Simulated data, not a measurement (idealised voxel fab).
Process module heading - voxel transistor to metal
It is cross-section cut that appears here, measuring 205 nm in width, its square cells being 5 nm in size.
Cross-sections here: square-cell grids, written as top-down lists of bands, a band being one or more rows of cells. What a band's entry tells you: where the top is and where the bottom is, as heights in nm, and after that what lies inside, material by material from left to right, each with its width in nm. Empty space is written as the word "empty", and a single material marked with the word "throughout" occupies the band from edge to edge. The level at which height equals 0 is the one under which the wafer, as it arrives, is entirely one material. No lower edge exists for the bottom band, which continues downward and is notated as in "0 and below". Graded width ("30..40"): value in top row of band = first number; value in bottom row = second number; row-to-row change constant. "all unchanged", as given for a step, is the statement that not any cell of the cross-section underwent a change during that step. So "Completely sealed voids" is basically the list of trapped voids: any empty space of 8 cells or more that can't reach the top through an opening. They're written width x height at distance, the distance being from the left edge, and it's all nm. That trailing text on a step's line, after the settings, is the simulator's own remark on the step. The setting "overlay nm" may be written on the line of a step. When the step uses a mask, the value reports how far to the right of the planned place the mask lay, and a negative value reports that it lay to the left. For the reader: what remains of this document is a series of pairs, each showing a cross-section before one process step and a cross-section after that step which reaches down only to the lowest band that changed, with the step between them and its settings set out under the pair. It should not be assumed that a pair continues from the pair above it; the pairs can come from different runs of this module on the same starting wafer, and such continuity exists only where the entry headed "Before processing step" says so.
-- Before processing step
    110 down to 95  SiO2 50; empty 20; SiO2 60; empty 20; SiO2 55
    95 down to 80  SiO2 50; empty 15; SiO2 65; empty 15; SiO2 60
    80 down to 75  SiCN 50; empty 15; SiCN 65; empty 15; SiCN 60
    75 down to 50  lowk 50; TiN 5; Cu 10; TiN 5; lowk 60; TiN 5; Cu 10; TiN 5; lowk 55
    50 down to 45  SiCN 50; TiN 20; SiCN 60; TiN 20; SiCN 55
    45 down to 30  SiO2 50; TiN 5; W 10; TiN 5; SiO2 60; TiN 5; W 10; TiN 5; SiO2 55
    30 down to 20  SiO2 50; TiN 5; W 10; TiN 5; SiO2 10; SiN 10; polySi 20; SiN 10; SiO2 10; TiN 5; W 10; TiN 5; SiO2 55
    20 down to 15  SiO2 50; TiN 20; SiO2 60; TiN 20; SiO2 55
    15 down to 5  SiO2 45; SiN 110; SiO2 50
    5 down to 0  SiO2 throughout
    0 down to -25  SiO2 45; Si 110; SiO2 50
    -25 and below  Si throughout
    Completely sealed voids: none
-- after
    115 down to 110  TiN 55; empty 10; TiN 70; empty 10; TiN 60
    110 down to 100  SiO2 50; TiN 5; empty 10; TiN 5; SiO2 60; TiN 5; empty 10; TiN 5; SiO2 55
    100 down to 95  SiO2 50; TiN 5; empty 5; TiN 10; SiO2 60; TiN 5; empty 5; TiN 10; SiO2 55
    95 down to 80  SiO2 50; TiN 5; empty 5; TiN 5; SiO2 65; TiN 5; empty 5; TiN 5; SiO2 60
    80 down to 75  SiCN 50; TiN 15; SiCN 65; TiN 15; SiCN 60
    Under 75: no change, same as before.
    Completely sealed voids: none
Step between the cross-sections above: CONFORMAL_DEP with material TiN, thk nm 5
Before processing step: we pick up right where the pair above leaves off, with its after cross-section.
-- after
    125 down to 115  Cu throughout
    115 down to 110  TiN 55; Cu 10; TiN 70; Cu 10; TiN 60
    110 down to 100  SiO2 50; TiN 5; Cu 10; TiN 5; SiO2 60; TiN 5; Cu 10; TiN 5; SiO2 55
    100 down to 95  SiO2 50; TiN 5; Cu 5; TiN 10; SiO2 60; TiN 5; Cu 5; TiN 10; SiO2 55
    95 down to 80  SiO2 50; TiN 5; Cu 5; TiN 5; SiO2 65; TiN 5; Cu 5; TiN 5; SiO2 60
    Under 80: no change, same as before.
    Completely sealed voids: none
Step between the cross-sections above: FILL_DEP with material Cu, thk nm 10
Before processing step: we pick up right where the pair above leaves off, with its after cross-section.
-- after
    110 down to 100  SiO2 50; TiN 5; Cu 10; TiN 5; SiO2 60; TiN 5; Cu 10; TiN 5; SiO2 55
    Under 100: no change, same as before.
    Completely sealed voids: none
Step between the cross-sections above: CMP with height nm 110
Before processing step: we pick up right where the pair above leaves off, with its after cross-section.
-- after
    115 down to 110  SiCN throughout
    Under 110: no change, same as before.
    Completely sealed voids: none
Step between the cross-sections above: CONFORMAL_DEP with material SiCN, thk nm 5
-- Before processing step
    110 down to 80  SiO2 throughout
    80 down to 75  SiCN throughout
    75 down to 50  lowk 50; TiN 5; Cu 10; TiN 5; lowk 60; TiN 5; Cu 10; TiN 5; lowk 55
    50 down to 45  SiCN 50; TiN 20; SiCN 60; TiN 20; SiCN 55
    45 down to 30  SiO2 50; TiN 5; W 10; TiN 5; SiO2 60; TiN 5; W 10; TiN 5; SiO2 55
    30 down to 20  SiO2 50; TiN 5; W 10; TiN 5; SiO2 10; SiN 10; SiCN 20; SiN 10; SiO2 10; TiN 5; W 10; TiN 5; SiO2 55
    20 down to 5  SiO2 50; TiN 5; W 10; TiN 5; SiO2 10; SiN 10; polySi 20; SiN 10; SiO2 10; TiN 5; W 10; TiN 5; SiO2 55
    5 down to 0  SiO2 40; SiN 10; TiN 10; W 5; TiN 5; SiO2 10; SiN 10; polySi 20; SiN 10; SiO2 10; TiN 5; W 5; TiN 10; SiN 10; SiO2 45
    0 down to -5  SiO2 50; SiGe 5; TiN 15; SiO2 5; SiGe 5; SiO2 40; SiGe 5; SiO2 5; TiN 15; SiGe 5; SiO2 55
    -5 down to -10  SiO2 45; Si 5; SiGe 30; Si 40; SiGe 30; Si 5; SiO2 50
    -10 down to -25  SiO2 45; Si 110; SiO2 50
    -25 and below  Si throughout
    Completely sealed voids: none
-- after
    140 down to 80  SiO2 throughout
    Under 80: no change, same as before.
    Completely sealed voids: none
Step between the cross-sections above: DIRECTIONAL_DEP with material SiO2, thk nm 30
Before processing step: we pick up right where the pair above leaves off, with its after cross-section.
-- after
    140 down to 125  SiO2 50; empty 20; SiO2 60; empty 20; SiO2 55
    Under 125: no change, same as before.
    Completely sealed voids: none
Step between the cross-sections above: MASKED_ETCH with tone open, mask id METAL_2, width nm 20, pitch nm 80, etch materials SiO2, depth nm 15, overlay nm 0
Before processing step: we pick up right where the pair above leaves off, with its after cross-section.
-- after
    140 down to 125  SiO2 50; empty 20; SiO2 60; empty 20; SiO2 55
    125 down to 110  SiO2 50; empty 15; SiO2 65; empty 15; SiO2 60
    Under 110: no change, same as before.
    Completely sealed voids: none
Step between the cross-sections above: MASKED_ETCH with tone open, mask id METAL_2_HOLES, width nm 15, pitch nm 80, etch materials SiO2, depth nm 15, overlay nm 0
Before processing step: we pick up right where the pair above leaves off, with its after cross-section.
-- after
    145 down to 140  TiN 55; empty 10; TiN 70; empty 10; TiN 60
    140 down to 130  SiO2 50; TiN 5; empty 10; TiN 5; SiO2 60; TiN 5; empty 10; TiN 5; SiO2 55
    130 down to 125  SiO2 50; TiN 5; empty 5; TiN 10; SiO2 60; TiN 5; empty 5; TiN 10; SiO2 55
    125 down to 115  SiO2 50; TiN 5; empty 5; TiN 5; SiO2 65; TiN 5; empty 5; TiN 5; SiO2 60
    115 down to 110  SiO2 50; TiN 15; SiO2 65; TiN 15; SiO2 60
    Under 110: no change, same as before.
    Completely sealed voids: none
Step between the cross-sections above: CONFORMAL_DEP with material TiN, thk nm 5
Before processing step: we pick up right where the pair above leaves off, with its after cross-section.
-- after
    155 down to 145  Cu throughout
    145 down to 140  TiN 55; Cu 10; TiN 70; Cu 10; TiN 60
    140 down to 130  SiO2 50; TiN 5; Cu 10; TiN 5; SiO2 60; TiN 5; Cu 10; TiN 5; SiO2 55
    130 down to 125  SiO2 50; TiN 5; Cu 5; TiN 10; SiO2 60; TiN 5; Cu 5; TiN 10; SiO2 55
    125 down to 115  SiO2 50; TiN 5; Cu 5; TiN 5; SiO2 65; TiN 5; Cu 5; TiN 5; SiO2 60
    Under 115: no change, same as before.
    Completely sealed voids: none
Step between the cross-sections above: FILL_DEP with material Cu, thk nm 10
Before processing step: we pick up right where the pair above leaves off, with its after cross-section.
-- after
    110 down to 80  SiO2 throughout
    Under 80: no change, same as before.
    Completely sealed voids: none
Step between the cross-sections above: CMP with height nm 110
Before processing step: we pick up right where the pair above leaves off, with its after cross-section.
-- after
    115 down to 110  SiCN throughout
    Under 110: no change, same as before.
    Completely sealed voids: none
Step between the cross-sections above: CONFORMAL_DEP with material SiCN, thk nm 5
-- Before processing step
    45 down to 30  SiO2 50; TiN 5; W 10; TiN 5; SiO2 60; TiN 5; W 10; TiN 5; SiO2 55
    30 down to 20  SiO2 50; TiN 5; W 10; TiN 5; SiO2 10; SiN 10; SiCN 20; SiN 10; SiO2 10; TiN 5; W 10; TiN 5; SiO2 55
    20 down to 5  SiO2 50; TiN 5; W 10; TiN 5; SiO2 10; SiN 10; polySi 20; SiN 10; SiO2 10; TiN 5; W 10; TiN 5; SiO2 55
    5 down to 0  SiO2 40; SiN 10; TiN 10; W 5; TiN 5; SiO2 10; SiN 10; polySi 20; SiN 10; SiO2 10; TiN 5; W 5; TiN 10; SiN 10; SiO2 45
    0 down to -5  SiO2 50; SiGe 5; TiN 15; SiO2 5; SiGe 5; SiO2 40; SiGe 5; SiO2 5; TiN 15; SiGe 5; SiO2 55
    -5 down to -10  SiO2 45; Si 5; SiGe 30; Si 40; SiGe 30; Si 5; SiO2 50
    -10 down to -25  SiO2 45; Si 110; SiO2 50
    -25 and below  Si throughout
    Completely sealed voids: none
-- after
    70 down to 45  lowk throughout
    Under 45: no change, same as before.
    Completely sealed voids: none
Step between the cross-sections above: DIRECTIONAL_DEP with material lowk, thk nm 25
Before processing step: we pick up right where the pair above leaves off, with its after cross-section.
-- after
    75 down to 70  SiCN throughout
    Under 70: no change, same as before.
    Completely sealed voids: none
Step between the cross-sections above: CONFORMAL_DEP with material SiCN, thk nm 5
Before processing step: we pick up right where the pair above leaves off, with its after cross-section.
-- after
    75 down to 70  SiCN 50; empty 20; SiCN 60; empty 20; SiCN 55
    Under 70: no change, same as before.
    Completely sealed voids: none
Step between the cross-sections above: MASKED_ETCH with tone open, mask id METAL_1, width nm 20, pitch nm 80, etch materials SiCN, depth nm 5, overlay nm 0
Before processing step: we pick up right where the pair above leaves off, with its after cross-section.
-- after
    80 down to 75  TiN 55; empty 10; TiN 70; empty 10; TiN 60
    75 down to 70  SiCN 50; TiN 20; SiCN 60; TiN 20; SiCN 55
    Under 70: no change, same as before.
    Completely sealed voids: none
Step between the cross-sections above: CONFORMAL_DEP with material TiN, thk nm 5
Before processing step: we pick up right where the pair above leaves off, with its after cross-section.
-- after
    90 down to 80  Cu throughout
    80 down to 75  TiN 55; Cu 10; TiN 70; Cu 10; TiN 60
    Under 75: no change, same as before.
    Completely sealed voids: none
Step between the cross-sections above: FILL_DEP with material Cu, thk nm 10
Before processing step: we pick up right where the pair above leaves off, with its after cross-section.
-- after
    75 down to 70  SiCN 50; TiN 20; SiCN 60; TiN 20; SiCN 55
    Under 70: no change, same as before.
    Completely sealed voids: none
Step between the cross-sections above: CMP with height nm 75
Before processing step: we pick up right where the pair above leaves off, with its after cross-section.
-- after
    80 down to 75  SiCN throughout
    Under 75: no change, same as before.
    Completely sealed voids: none
Step between the cross-sections above: CONFORMAL_DEP with material SiCN, thk nm 5
Before processing step: we pick up right where the pair above leaves off, with its after cross-section.
-- after
    110 down to 80  SiO2 throughout
    Under 80: no change, same as before.
    Completely sealed voids: none
Step between the cross-sections above: DIRECTIONAL_DEP with material SiO2, thk nm 30
Before processing step: we pick up right where the pair above leaves off, with its after cross-section.
-- after
    110 down to 95  SiO2 50; empty 20; SiO2 60; empty 20; SiO2 55
    Under 95: no change, same as before.
    Completely sealed voids: none
Step between the cross-sections above: MASKED_ETCH with tone open, mask id METAL_2, width nm 20, pitch nm 80, etch materials SiO2, depth nm 15, overlay nm 0
Before processing step: we pick up right where the pair above leaves off, with its after cross-section.
-- after
    110 down to 95  SiO2 50; empty 20; SiO2 60; empty 20; SiO2 55
    95 down to 80  SiO2 50; empty 15; SiO2 65; empty 15; SiO2 60
    Under 80: no change, same as before.
    Completely sealed voids: none
Step between the cross-sections above: MASKED_ETCH with tone open, mask id METAL_2_HOLES, width nm 15, pitch nm 80, etch materials SiO2, depth nm 15, overlay nm 0
Before processing step: we pick up right where the pair above leaves off, with its after cross-section.
-- after
    110 down to 95  SiO2 50; empty 20; SiO2 60; empty 20; SiO2 55
    95 down to 80  SiO2 50; empty 15; SiO2 65; empty 15; SiO2 60
    80 down to 75  SiCN 50; empty 15; SiCN 65; empty 15; SiCN 60
    Under 75: no change, same as before.
    Completely sealed voids: none
Step between the cross-sections above: MASKED_ETCH with tone open, mask id METAL_2_HOLES, width nm 15, pitch nm 80, etch materials SiCN, depth nm 5, overlay nm 0
Before processing step: we pick up right where the pair above leaves off, with its after cross-section.
-- after
    115 down to 110  TiN 55; empty 10; TiN 70; empty 10; TiN 60
    110 down to 100  SiO2 50; TiN 5; empty 10; TiN 5; SiO2 60; TiN 5; empty 10; TiN 5; SiO2 55
    100 down to 95  SiO2 50; TiN 5; empty 5; TiN 10; SiO2 60; TiN 5; empty 5; TiN 10; SiO2 55
    95 down to 80  SiO2 50; TiN 5; empty 5; TiN 5; SiO2 65; TiN 5; empty 5; TiN 5; SiO2 60
    80 down to 70  SiCN 50; TiN 15..20; SiCN 65..60; TiN 15..20; SiCN 60..55
    Under 70: no change, same as before.
    Completely sealed voids: none
Step between the cross-sections above: CONFORMAL_DEP with material TiN, thk nm 5
Before processing step: we pick up right where the pair above leaves off, with its after cross-section.
-- after
    125 down to 115  Cu throughout
    115 down to 110  TiN 55; Cu 10; TiN 70; Cu 10; TiN 60
    110 down to 100  SiO2 50; TiN 5; Cu 10; TiN 5; SiO2 60; TiN 5; Cu 10; TiN 5; SiO2 55
    100 down to 95  SiO2 50; TiN 5; Cu 5; TiN 10; SiO2 60; TiN 5; Cu 5; TiN 10; SiO2 55
    95 down to 80  SiO2 50; TiN 5; Cu 5; TiN 5; SiO2 65; TiN 5; Cu 5; TiN 5; SiO2 60
    Under 80: no change, same as before.
    Completely sealed voids: none
Step between the cross-sections above: FILL_DEP with material Cu, thk nm 10
Before processing step: we pick up right where the pair above leaves off, with its after cross-section.
-- after
    110 down to 100  SiO2 50; TiN 5; Cu 10; TiN 5; SiO2 60; TiN 5; Cu 10; TiN 5; SiO2 55
    Under 100: no change, same as before.
    Completely sealed voids: none
Step between the cross-sections above: CMP with height nm 110
Before processing step: we pick up right where the pair above leaves off, with its after cross-section.
-- after
    115 down to 110  SiCN throughout
    Under 110: no change, same as before.
    Completely sealed voids: none
Step between the cross-sections above: CONFORMAL_DEP with material SiCN, thk nm 5
-- Before processing step
    90 down to 80  Cu throughout
    80 down to 75  TiN 55; Cu 10; TiN 70; Cu 10; TiN 60
    75 down to 50  lowk 50; TiN 5; Cu 10; TiN 5; lowk 60; TiN 5; Cu 10; TiN 5; lowk 55
    50 down to 45  SiCN 50; TiN 20; SiCN 60; TiN 20; SiCN 55
    45 down to 30  SiO2 50; TiN 5; W 10; TiN 5; SiO2 60; TiN 5; W 10; TiN 5; SiO2 55
    30 down to 20  SiO2 50; TiN 5; W 10; TiN 5; SiO2 10; SiN 10; SiCN 20; SiN 10; SiO2 10; TiN 5; W 10; TiN 5; SiO2 55
    20 down to 5  SiO2 50; TiN 5; W 10; TiN 5; SiO2 10; SiN 10; polySi 20; SiN 10; SiO2 10; TiN 5; W 10; TiN 5; SiO2 55
    5 down to 0  SiO2 40; SiN 10; TiN 10; W 5; TiN 5; SiO2 10; SiN 10; polySi 20; SiN 10; SiO2 10; TiN 5; W 5; TiN 10; SiN 10; SiO2 45
    0 down to -5  SiO2 50; SiGe 5; TiN 15; SiO2 5; SiGe 5; SiO2 40; SiGe 5; SiO2 5; TiN 15; SiGe 5; SiO2 55
    -5 down to -10  SiO2 45; Si 5; SiGe 30; Si 40; SiGe 30; Si 5; SiO2 50
    -10 down to -25  SiO2 45; Si 110; SiO2 50
    -25 and below  Si throughout
    Completely sealed voids: none
-- after
    80 down to 75  TiN 55; Cu 10; TiN 70; Cu 10; TiN 60
    Under 75: no change, same as before.
    Completely sealed voids: none
Step between the cross-sections above: CMP with height nm 80
Before processing step: we pick up right where the pair above leaves off, with its after cross-section.
-- after
    85 down to 80  SiCN throughout
    Under 80: no change, same as before.
    Completely sealed voids: none
Step between the cross-sections above: CONFORMAL_DEP with material SiCN, thk nm 5
Before processing step: we pick up right where the pair above leaves off, with its after cross-section.
-- after
    115 down to 85  SiO2 throughout
    Under 85: no change, same as before.
    Completely sealed voids: none
Step between the cross-sections above: DIRECTIONAL_DEP with material SiO2, thk nm 30
Before processing step: we pick up right where the pair above leaves off, with its after cross-section.
-- after
    115 down to 100  SiO2 50; empty 20; SiO2 60; empty 20; SiO2 55
    Under 100: no change, same as before.
    Completely sealed voids: none
Step between the cross-sections above: MASKED_ETCH with tone open, mask id METAL_2, width nm 20, pitch nm 80, etch materials SiO2, depth nm 15, overlay nm 0
Before processing step: we pick up right where the pair above leaves off, with its after cross-section.
-- after
    115 down to 100  SiO2 50; empty 20; SiO2 60; empty 20; SiO2 55
    100 down to 85  SiO2 50; empty 15; SiO2 65; empty 15; SiO2 60
    Under 85: no change, same as before.
    Completely sealed voids: none
Step between the cross-sections above: MASKED_ETCH with tone open, mask id METAL_2_HOLES, width nm 15, pitch nm 80, etch materials SiO2, depth nm 15, overlay nm 0
Before processing step: we pick up right where the pair above leaves off, with its after cross-section.
-- after
    115 down to 100  SiO2 50; empty 20; SiO2 60; empty 20; SiO2 55
    100 down to 85  SiO2 50; empty 15; SiO2 65; empty 15; SiO2 60
    85 down to 80  SiCN 50; empty 15; SiCN 65; empty 15; SiCN 60
    Under 80: no change, same as before.
    Completely sealed voids: none
Step between the cross-sections above: MASKED_ETCH with tone open, mask id METAL_2_HOLES, width nm 15, pitch nm 80, etch materials SiCN, depth nm 5, overlay nm 0
Before processing step: we pick up right where the pair above leaves off, with its after cross-section.
-- after
    120 down to 115  TiN 55; empty 10; TiN 70; empty 10; TiN 60
    115 down to 105  SiO2 50; TiN 5; empty 10; TiN 5; SiO2 60; TiN 5; empty 10; TiN 5; SiO2 55
    105 down to 100  SiO2 50; TiN 5; empty 5; TiN 10; SiO2 60; TiN 5; empty 5; TiN 10; SiO2 55
    100 down to 85  SiO2 50; TiN 5; empty 5; TiN 5; SiO2 65; TiN 5; empty 5; TiN 5; SiO2 60
    85 down to 80  SiCN 50; TiN 15; SiCN 65; TiN 15; SiCN 60
    Under 80: no change, same as before.
    Completely sealed voids: none
Step between the cross-sections above: CONFORMAL_DEP with material TiN, thk nm 5
Before processing step: we pick up right where the pair above leaves off, with its after cross-section.
-- after
    130 down to 120  Cu throughout
    120 down to 115  TiN 55; Cu 10; TiN 70; Cu 10; TiN 60
    115 down to 105  SiO2 50; TiN 5; Cu 10; TiN 5; SiO2 60; TiN 5; Cu 10; TiN 5; SiO2 55
    105 down to 100  SiO2 50; TiN 5; Cu 5; TiN 10; SiO2 60; TiN 5; Cu 5; TiN 10; SiO2 55
    100 down to 85  SiO2 50; TiN 5; Cu 5; TiN 5; SiO2 65; TiN 5; Cu 5; TiN 5; SiO2 60
    Under 85: no change, same as before.
    Completely sealed voids: none
Step between the cross-sections above: FILL_DEP with material Cu, thk nm 10
Before processing step: we pick up right where the pair above leaves off, with its after cross-section.
-- after
    110 down to 100  SiO2 50; TiN 5; Cu 10..5; TiN 5..10; SiO2 60; TiN 5; Cu 10..5; TiN 5..10; SiO2 55
    Under 100: no change, same as before.
    Completely sealed voids: none
Step between the cross-sections above: CMP with height nm 110
Before processing step: we pick up right where the pair above leaves off, with its after cross-section.
-- after
    115 down to 110  SiCN throughout
    Under 110: no change, same as before.
    Completely sealed voids: none
Step between the cross-sections above: CONFORMAL_DEP with material SiCN, thk nm 5
-- Before processing step
    45 down to 30  SiO2 throughout
    30 down to 20  SiO2 80; SiN 10; SiCN 20; SiN 10; SiO2 85
    20 down to 5  SiO2 80; SiN 10; polySi 20; SiN 10; SiO2 85
    5 down to 0  SiO2 40; SiN 10; SiO2 30; SiN 10; polySi 20; SiN 10; SiO2 30; SiN 10; SiO2 45
    0 down to -5  SiO2 50; SiGe 5; SiO2 20; SiGe 5; SiO2 40; SiGe 5; SiO2 20; SiGe 5; SiO2 55
    -5 down to -10  SiO2 45; Si 5; SiGe 30; Si 40; SiGe 30; Si 5; SiO2 50
    -10 down to -25  SiO2 45; Si 110; SiO2 50
    -25 and below  Si throughout
    Completely sealed voids: none
-- after
    60 down to 45  resist 55; empty 15; resist 65; empty 15; resist 55
    Under 45: no change, same as before.
    Completely sealed voids: none
Step between the cross-sections above: PATTERN with tone open, mask id CONTACT, material resist, width nm 15, pitch nm 80, thk nm 15, overlay nm 0
Before processing step: we pick up right where the pair above leaves off, with its after cross-section.
-- after
    60 down to 45  resist 55; empty 15; resist 65; empty 15; resist 55
    45 down to 30  SiO2 55; empty 15; SiO2 65; empty 15; SiO2 55
    30 down to 20  SiO2 55; empty 15; SiO2 10; SiN 10; SiCN 20; SiN 10; SiO2 15; empty 15; SiO2 55
    20 down to 5  SiO2 55; empty 15; SiO2 10; SiN 10; polySi 20; SiN 10; SiO2 15; empty 15; SiO2 55
    5 down to 0  SiO2 40; SiN 10; SiO2 5; empty 15; SiO2 10; SiN 10; polySi 20; SiN 10; SiO2 15; empty 15; SiN 10; SiO2 45
    0 down to -5  SiO2 50; SiGe 5; empty 15; SiO2 5; SiGe 5; SiO2 40; SiGe 5; SiO2 10; empty 10; SiGe 5; SiO2 55
    Under -5: no change, same as before.
    Completely sealed voids: none
Step between the cross-sections above: DIRECTIONAL_ETCH with etch materials SiO2, depth nm 50
Before processing step: we pick up right where the pair above leaves off, with its after cross-section.
-- after
    45 down to 30  SiO2 55; empty 15; SiO2 65; empty 15; SiO2 55
    Under 30: no change, same as before.
    Completely sealed voids: none
Step between the cross-sections above: STRIP with etch materials resist
Before processing step: we pick up right where the pair above leaves off, with its after cross-section.
-- after
    50 down to 45  TiN 60; empty 5; TiN 75; empty 5; TiN 60
    45 down to 30  SiO2 55; TiN 5; empty 5; TiN 5; SiO2 65; TiN 5; empty 5; TiN 5; SiO2 55
    30 down to 20  SiO2 55; TiN 5; empty 5; TiN 5; SiO2 10; SiN 10; SiCN 20; SiN 10; SiO2 15; TiN 5; empty 5; TiN 5; SiO2 55
    20 down to 5  SiO2 55; TiN 5; empty 5; TiN 5; SiO2 10; SiN 10; polySi 20; SiN 10; SiO2 15; TiN 5; empty 5; TiN 5; SiO2 55
    5 down to 0  SiO2 40; SiN 10; SiO2 5; TiN 5; empty 5; TiN 5; SiO2 10; SiN 10; polySi 20; SiN 10; SiO2 15; TiN 15; SiN 10; SiO2 45
    0 down to -5  SiO2 50; SiGe 5; TiN 15; SiO2 5; SiGe 5; SiO2 40; SiGe 5; SiO2 10; TiN 10; SiGe 5; SiO2 55
    Under -5: no change, same as before.
    Completely sealed voids: none
Step between the cross-sections above: CONFORMAL_DEP with material TiN, thk nm 5
Before processing step: we pick up right where the pair above leaves off, with its after cross-section.
-- after
    55 down to 50  W throughout
    50 down to 45  TiN 60; W 5; TiN 75; W 5; TiN 60
    45 down to 30  SiO2 55; TiN 5; W 5; TiN 5; SiO2 65; TiN 5; W 5; TiN 5; SiO2 55
    30 down to 20  SiO2 55; TiN 5; W 5; TiN 5; SiO2 10; SiN 10; SiCN 20; SiN 10; SiO2 15; TiN 5; W 5; TiN 5; SiO2 55
    20 down to 5  SiO2 55; TiN 5; W 5; TiN 5; SiO2 10; SiN 10; polySi 20; SiN 10; SiO2 15; TiN 5; W 5; TiN 5; SiO2 55
    5 down to 0  SiO2 40; SiN 10; SiO2 5; TiN 5; W 5; TiN 5; SiO2 10; SiN 10; polySi 20; SiN 10; SiO2 15; TiN 15; SiN 10; SiO2 45
    Under 0: no change, same as before.
    Completely sealed voids: none
Step between the cross-sections above: FILL_DEP with material W, thk nm 5
Before processing step: we pick up right where the pair above leaves off, with its after cross-section.
-- after
    45 down to 30  SiO2 55; TiN 5; W 5; TiN 5; SiO2 65; TiN 5; W 5; TiN 5; SiO2 55
    Under 30: no change, same as before.
    Completely sealed voids: none
Step between the cross-sections above: CMP with height nm 45
Before processing step: we pick up right where the pair above leaves off, with its after cross-section.
-- after
    50 down to 45  SiCN throughout
    Under 45: no change, same as before.
    Completely sealed voids: none
Step between the cross-sections above: CONFORMAL_DEP with material SiCN, thk nm 5
Before processing step: we pick up right where the pair above leaves off, with its after cross-section.
-- after
    75 down to 50  lowk throughout
    Under 50: no change, same as before.
    Completely sealed voids: none
Step between the cross-sections above: DIRECTIONAL_DEP with material lowk, thk nm 25
Before processing step: we pick up right where the pair above leaves off, with its after cross-section.
-- after
    75 down to 50  lowk 50; empty 20; lowk 60; empty 20; lowk 55
    Under 50: no change, same as before.
    Completely sealed voids: none
Step between the cross-sections above: MASKED_ETCH with tone open, mask id METAL_1, width nm 20, pitch nm 80, etch materials lowk, depth nm 25, overlay nm 0
Before processing step: we pick up right where the pair above leaves off, with its after cross-section.
-- after
    75 down to 50  lowk 50; empty 20; lowk 60; empty 20; lowk 55
    50 down to 45  SiCN 50; empty 20; SiCN 60; empty 20; SiCN 55
    Under 45: no change, same as before.
    Completely sealed voids: none
Step between the cross-sections above: MASKED_ETCH with tone open, mask id METAL_1, width nm 20, pitch nm 80, etch materials SiCN, depth nm 5, overlay nm 0
Before processing step: we pick up right where the pair above leaves off, with its after cross-section.
-- after
    80 down to 75  TiN 55; empty 10; TiN 70; empty 10; TiN 60
    75 down to 50  lowk 50; TiN 5; empty 10; TiN 5; lowk 60; TiN 5; empty 10; TiN 5; lowk 55
    50 down to 45  SiCN 50; TiN 20; SiCN 60; TiN 20; SiCN 55
    Under 45: no change, same as before.
    Completely sealed voids: none
Step between the cross-sections above: CONFORMAL_DEP with material TiN, thk nm 5
Before processing step: we pick up right where the pair above leaves off, with its after cross-section.
-- after
    90 down to 80  Cu throughout
    80 down to 75  TiN 55; Cu 10; TiN 70; Cu 10; TiN 60
    75 down to 50  lowk 50; TiN 5; Cu 10; TiN 5; lowk 60; TiN 5; Cu 10; TiN 5; lowk 55
    Under 50: no change, same as before.
    Completely sealed voids: none
Step between the cross-sections above: FILL_DEP with material Cu, thk nm 10
Before processing step: we pick up right where the pair above leaves off, with its after cross-section.
-- after
    75 down to 50  lowk 50; TiN 5; Cu 10; TiN 5; lowk 60; TiN 5; Cu 10; TiN 5; lowk 55
    Under 50: no change, same as before.
    Completely sealed voids: none
Step between the cross-sections above: CMP with height nm 75
Before processing step: we pick up right where the pair above leaves off, with its after cross-section.
-- after
    80 down to 75  SiCN throughout
    Under 75: no change, same as before.
    Completely sealed voids: none
Step between the cross-sections above: CONFORMAL_DEP with material SiCN, thk nm 5
Before processing step: we pick up right where the pair above leaves off, with its after cross-section.
-- after
    110 down to 80  SiO2 throughout
    Under 80: no change, same as before.
    Completely sealed voids: none
Step between the cross-sections above: DIRECTIONAL_DEP with material SiO2, thk nm 30
Before processing step: we pick up right where the pair above leaves off, with its after cross-section.
-- after
    110 down to 95  SiO2 50; empty 20; SiO2 60; empty 20; SiO2 55
    Under 95: no change, same as before.
    Completely sealed voids: none
Step between the cross-sections above: MASKED_ETCH with tone open, mask id METAL_2, width nm 20, pitch nm 80, etch materials SiO2, depth nm 15, overlay nm 0
Before processing step: we pick up right where the pair above leaves off, with its after cross-section.
-- after
    110 down to 95  SiO2 50; empty 20; SiO2 60; empty 20; SiO2 55
    95 down to 80  SiO2 50; empty 15; SiO2 65; empty 15; SiO2 60
    Under 80: no change, same as before.
    Completely sealed voids: none
Step between the cross-sections above: MASKED_ETCH with tone open, mask id METAL_2_HOLES, width nm 15, pitch nm 80, etch materials SiO2, depth nm 15, overlay nm 0
Before processing step: we pick up right where the pair above leaves off, with its after cross-section.
-- after
    110 down to 95  SiO2 50; empty 20; SiO2 60; empty 20; SiO2 55
    95 down to 80  SiO2 50; empty 15; SiO2 65; empty 15; SiO2 60
    80 down to 75  SiCN 50; empty 15; SiCN 65; empty 15; SiCN 60
    Under 75: no change, same as before.
    Completely sealed voids: none
Step between the cross-sections above: MASKED_ETCH with tone open, mask id METAL_2_HOLES, width nm 15, pitch nm 80, etch materials SiCN, depth nm 5, overlay nm 0
Before processing step: we pick up right where the pair above leaves off, with its after cross-section.
-- after
    115 down to 110  TiN 55; empty 10; TiN 70; empty 10; TiN 60
    110 down to 100  SiO2 50; TiN 5; empty 10; TiN 5; SiO2 60; TiN 5; empty 10; TiN 5; SiO2 55
    100 down to 95  SiO2 50; TiN 5; empty 5; TiN 10; SiO2 60; TiN 5; empty 5; TiN 10; SiO2 55
    95 down to 80  SiO2 50; TiN 5; empty 5; TiN 5; SiO2 65; TiN 5; empty 5; TiN 5; SiO2 60
    80 down to 75  SiCN 50; TiN 15; SiCN 65; TiN 15; SiCN 60
    Under 75: no change, same as before.
    Completely sealed voids: none
Step between the cross-sections above: CONFORMAL_DEP with material TiN, thk nm 5
Before processing step: we pick up right where the pair above leaves off, with its after cross-section.
-- after
    125 down to 115  Cu throughout
    115 down to 110  TiN 55; Cu 10; TiN 70; Cu 10; TiN 60
    110 down to 100  SiO2 50; TiN 5; Cu 10; TiN 5; SiO2 60; TiN 5; Cu 10; TiN 5; SiO2 55
    100 down to 95  SiO2 50; TiN 5; Cu 5; TiN 10; SiO2 60; TiN 5; Cu 5; TiN 10; SiO2 55
    95 down to 80  SiO2 50; TiN 5; Cu 5; TiN 5; SiO2 65; TiN 5; Cu 5; TiN 5; SiO2 60
    Under 80: no change, same as before.
    Completely sealed voids: none
Step between the cross-sections above: FILL_DEP with material Cu, thk nm 10
Before processing step: we pick up right where the pair above leaves off, with its after cross-section.
-- after
    110 down to 100  SiO2 50; TiN 5; Cu 10; TiN 5; SiO2 60; TiN 5; Cu 10; TiN 5; SiO2 55
    Under 100: no change, same as before.
    Completely sealed voids: none
Step between the cross-sections above: CMP with height nm 110
Before processing step: we pick up right where the pair above leaves off, with its after cross-section.
-- after
    115 down to 110  SiCN throughout
    Under 110: no change, same as before.
    Completely sealed voids: none
Step between the cross-sections above: CONFORMAL_DEP with material SiCN, thk nm 5
